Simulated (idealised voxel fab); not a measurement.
Proc. module: voxel self aligned vias
Cross-section cut: width 160 nm, square cells of 5 nm.
A cross-section is a grid of square cells, given in bands from the top down. A band is one or more rows of cells. It is stipulated that each band's entry specify, in nanometres, the height of the top of the band and then that of its bottom, followed by the materials of the band in left-to-right sequence, each together with its width in nanometres. A single material marked by the word "all across" is understood to fill the band from edge to edge; the word "empty" is understood to denote empty space. Below 0: as-received wafer, all one material; heights counted from there. Lowest band: no bottom, goes on down, written "from 0 down". Think of "30..40" as a width that walks from the first number to the second as you go down the band, top row to bottom row, taking equal-sized steps from row to row. When a step is marked "nothing got changed", none of the cells in the cross-section changed during that step. Any empty space of 8 cells or more lacking an open way to the top shows up in "Completely sealed voids" as width x height at distance, distance from the left edge, in nm. On each step's line, the part that comes after the settings is the simulator's own comment on the step. overlay nm: mask offset rightward from planned place, masked step; negative means leftward offset.

Steps in the process plan
step 1: RECEIVE: material Si
step 2: CONFORMAL_DEP: material SiO2, thk nm 15
step 3: CONFORMAL_DEP: material SiCN, thk nm 5
step 4: DIRECTIONAL_DEP: material SiO2, thk nm 25
step 5: MASKED_ETCH: tone open, mask id LINES, width nm 25, pitch nm 50, etch materials SiO2, depth nm 25, overlay nm 0
step 6: CONFORMAL_DEP: material TiN, thk nm 5
step 7: FILL_DEP: material Ru, thk nm 10
step 8: CMP: height nm 45
step 9: SELECTIVE_ETCH: etch materials W Ru TiN, depth nm 10
step 10: FILL_DEP: material SiN, thk nm 5
step 11: CMP: height nm 45
step 12: DIRECTIONAL_DEP: material SiO2, thk nm 20
step 13: PATTERN: tone open, mask id VIAS, material resist, width nm 35, pitch nm 50, thk nm 20, overlay nm 0
step 14: DIRECTIONAL_ETCH: etch materials SiO2, depth nm 20
step 15: DIRECTIONAL_ETCH: etch materials SiN, depth nm 10
step 16: STRIP: etch materials resist
step 17: CONFORMAL_DEP: material TiN, thk nm 5
step 18: FILL_DEP: material W, thk nm 10
step 19: CMP: height nm 65
step 20: CONFORMAL_DEP: material SiCN, thk nm 5

First of two wafers, with the run carried out as planned

Incoming wafer, cross-sectional view, post step 1
* from 0 down | Si all across
* Completely sealed voids: none

State of the wafer after step 2, shown in cross-section
* from 15 to 0 | SiO2 all across
* Below 0, the layers are the same as they were.

State of the wafer after step 3, shown in cross-section
* from 20 to 15 | SiCN all across
* Below 15, the layers are the same as they were.

State of the wafer after step 4, shown in cross-section
* from 45 to 20 | SiO2 all across
* Below 20, the layers are the same as they were.

State of the wafer after step 5, shown in cross-section
* from 45 to 20 | SiO2: 40 | empty: 25 | SiO2: 25 | empty: 25 | SiO2: 45
* Below 20, the layers are the same as they were.

State of the wafer after step 6, shown in cross-section
* from 50 to 45 | TiN: 45 | empty: 15 | TiN: 35 | empty: 15 | TiN: 50
* from 45 to 25 | SiO2: 40 | TiN: 5 | empty: 15 | TiN: 5 | SiO2: 25 | TiN: 5 | empty: 15 | TiN: 5 | SiO2: 45
* from 25 to 20 | SiO2: 40 | TiN: 25 | SiO2: 25 | TiN: 25 | SiO2: 45
* Below 20, the layers are the same as they were.

State of the wafer after step 7, shown in cross-section
* from 60 to 50 | Ru all across
* from 50 to 45 | TiN: 45 | Ru: 15 | TiN: 35 | Ru: 15 | TiN: 50
* from 45 to 25 | SiO2: 40 | TiN: 5 | Ru: 15 | TiN: 5 | SiO2: 25 | TiN: 5 | Ru: 15 | TiN: 5 | SiO2: 45
* Below 25, the layers are the same as they were.

State of the wafer after step 8, shown in cross-section
* from 45 to 25 | SiO2: 40 | TiN: 5 | Ru: 15 | TiN: 5 | SiO2: 25 | TiN: 5 | Ru: 15 | TiN: 5 | SiO2: 45
* Below 25, the layers are the same as they were.

State of the wafer after step 9, shown in cross-section
* from 45 to 35 | SiO2: 40 | empty: 25 | SiO2: 25 | empty: 25 | SiO2: 45
* Below 35, the layers are the same as they were.

State of the wafer after step 10, shown in cross-section
* from 50 to 45 | SiN all across
* from 45 to 35 | SiO2: 40 | SiN: 25 | SiO2: 25 | SiN: 25 | SiO2: 45
* Below 35, the layers are the same as they were.

State of the wafer after step 11, shown in cross-section
* from 45 to 35 | SiO2: 40 | SiN: 25 | SiO2: 25 | SiN: 25 | SiO2: 45
* Below 35, the layers are the same as they were.

State of the wafer after step 12, shown in cross-section
* from 65 to 45 | SiO2 all across
* Below 45, the layers are the same as they were.

State of the wafer after step 13, shown in cross-section
* from 85 to 65 | resist: 35 | empty: 35 | resist: 15 | empty: 35 | resist: 40
* Below 65, the layers are the same as they were.

State of the wafer after step 14, shown in cross-section
* from 85 to 65 | resist: 35 | empty: 35 | resist: 15 | empty: 35 | resist: 40
* from 65 to 45 | SiO2: 35 | empty: 35 | SiO2: 15 | empty: 35 | SiO2: 40
* Below 45, the layers are the same as they were.

State of the wafer after step 15, shown in cross-section
* from 85 to 65 | resist: 35 | empty: 35 | resist: 15 | empty: 35 | resist: 40
* from 65 to 45 | SiO2: 35 | empty: 35 | SiO2: 15 | empty: 35 | SiO2: 40
* from 45 to 35 | SiO2: 40 | empty: 25 | SiO2: 25 | empty: 25 | SiO2: 45
* Below 35, the layers are the same as they were.

State of the wafer after step 16, shown in cross-section
* from 65 to 45 | SiO2: 35 | empty: 35 | SiO2: 15 | empty: 35 | SiO2: 40
* Below 45, the layers are the same as they were.

State of the wafer after step 17, shown in cross-section
* from 70 to 65 | TiN: 40 | empty: 25 | TiN: 25 | empty: 25 | TiN: 45
* from 65 to 50 | SiO2: 35 | TiN: 5 | empty: 25 | TiN: 5 | SiO2: 15 | TiN: 5 | empty: 25 | TiN: 5 | SiO2: 40
* from 50 to 40 | SiO2: 35..40 | TiN: 10..5 | empty: 15 | TiN: 10..5 | SiO2: 15..25 | TiN: 10..5 | empty: 15 | TiN: 10..5 | SiO2: 40..45
* from 40 to 35 | SiO2: 40 | TiN: 25 | SiO2: 25 | TiN: 25 | SiO2: 45
* Below 35, the layers are the same as they were.

State of the wafer after step 18, shown in cross-section
* from 80 to 70 | W all across
* from 70 to 65 | TiN: 40 | W: 25 | TiN: 25 | W: 25 | TiN: 45
* from 65 to 50 | SiO2: 35 | TiN: 5 | W: 25 | TiN: 5 | SiO2: 15 | TiN: 5 | W: 25 | TiN: 5 | SiO2: 40
* from 50 to 40 | SiO2: 35..40 | TiN: 10..5 | W: 15 | TiN: 10..5 | SiO2: 15..25 | TiN: 10..5 | W: 15 | TiN: 10..5 | SiO2: 40..45
* Below 40, the layers are the same as they were.

State of the wafer after step 19, shown in cross-section
* from 65 to 50 | SiO2: 35 | TiN: 5 | W: 25 | TiN: 5 | SiO2: 15 | TiN: 5 | W: 25 | TiN: 5 | SiO2: 40
* Below 50, the layers are the same as they were.

State of the wafer after step 20, shown in cross-section
* from 70 to 65 | SiCN all across
* Below 65, the layers are the same as they were.

Wafer two. Identical start, identical plan. One mistake in execution. Identical history through step 18

The second wafer in cross-section, at the planned close of step 19
* from 75 to 70 | W all across
* Below 70, the layers are the same as they were.

The second wafer in cross-section, at the planned close of step 20
* from 80 to 75 | SiCN all across
* Below 75, the layers are the same as they were.
In executing the process, a mistake was made relative to the plan: step 19 deviated from plan and actually ran as CMP: height nm 75
Once processing is complete, comparing cell counts shows that the second wafer has more or fewer of certain materials than the first: TiN: 22 more; W: 42 more
